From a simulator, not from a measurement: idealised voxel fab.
Documented hereafter: the process module known as voxel fin reveal.
Shown is cross-section cut, with a width of 265 nm and square cells of size 5 nm.
If you're reading a cross-section in this doc, picture square cells in a grid; it comes to you as bands, top ones listed first down to the bottom, and a band can be one or more rows of cells. This entry defines a band. It first specifies the height of the band's top and the height of its bottom in nm, and then specifies the band's materials from left to right, stating each material with its width in nm. The word "everywhere" identifies a single material that fills the band from edge to edge, while the word "empty" identifies empty space. The reference from which all heights are counted is 0, the level beneath which the as-received wafer is entirely one material; the lowest band, having no lower bound, proceeds downward and is written after the example "0 and below". Width spec "30..40" -> top row of cells at first value, bottom row at second value, equal per-row change in between. The designation "no alterations made", where it is given for a processing step, indicates that no cell of the cross-section was altered in the course of that step. Entry "Enclosed cavities". Content: empty spaces with no open connection to the top, size 8 cells or greater. Each: width x height at distance. Distance: from left edge. Unit: nm. Step line, after settings: the simulator's comment on this step. A step's line can hold "overlay nm"; with a mask on that step, the setting says how far right of the planned place the mask lay, while a negative setting says it lay to the left.
## Process steps (planned)
1 RECEIVE | material Si
2 CONFORMAL_DEP | material SiN | thk nm 5
3 PATTERN | tone cover | mask id FINS | material resist | width nm 15 | pitch nm 45 | thk nm 15 | overlay nm 0
4 DIRECTIONAL_ETCH | etch materials SiN | depth nm 5
5 DIRECTIONAL_ETCH | etch materials Si | depth nm 30
6 STRIP | etch materials resist
7 OXIDIZE | depth nm 5
8 FILL_DEP | material SiO2 | thk nm 15
9 CMP | height nm 5
10 SELECTIVE_ETCH | etch materials SiO2 | depth nm 15
11 STRIP | etch materials SiN
12 CONFORMAL_DEP | material SiO2 | thk nm 5
## Incoming wafer, cross-sectional view, post step 1
- 0 and below: Si everywhere
- Enclosed cavities: none
## Starting structure and process plan are as shown above, but one mistake was made in running the module; the wafer cross-section at the end of the module follows
- 5 down to 0: 45 empty, 15 SiO2, 30 empty, 15 SiO2, 30 empty, 15 SiO2, 30 empty, 15 SiO2, 70 empty
- 0 down to -5: 45 empty, 5 SiO2, 5 Si, 5 SiO2, 30 empty, 5 SiO2, 5 Si, 5 SiO2, 30 empty, 5 SiO2, 5 Si, 5 SiO2, 30 empty, 5 SiO2, 5 Si, 5 SiO2, 70 empty
- -5 down to -35: 50 SiO2, 5 Si, 40 SiO2, 5 Si, 40 SiO2, 5 Si, 40 SiO2, 5 Si, 75 SiO2
- -35 and below: Si everywhere
- Enclosed cavities: none
Against the plan, the run slipped here: heads up, step 3 didn't go per plan, it actually ran as PATTERN | tone cover | mask id FINS | material resist | width nm 15 | pitch nm 45 | thk nm 15 | overlay nm -10
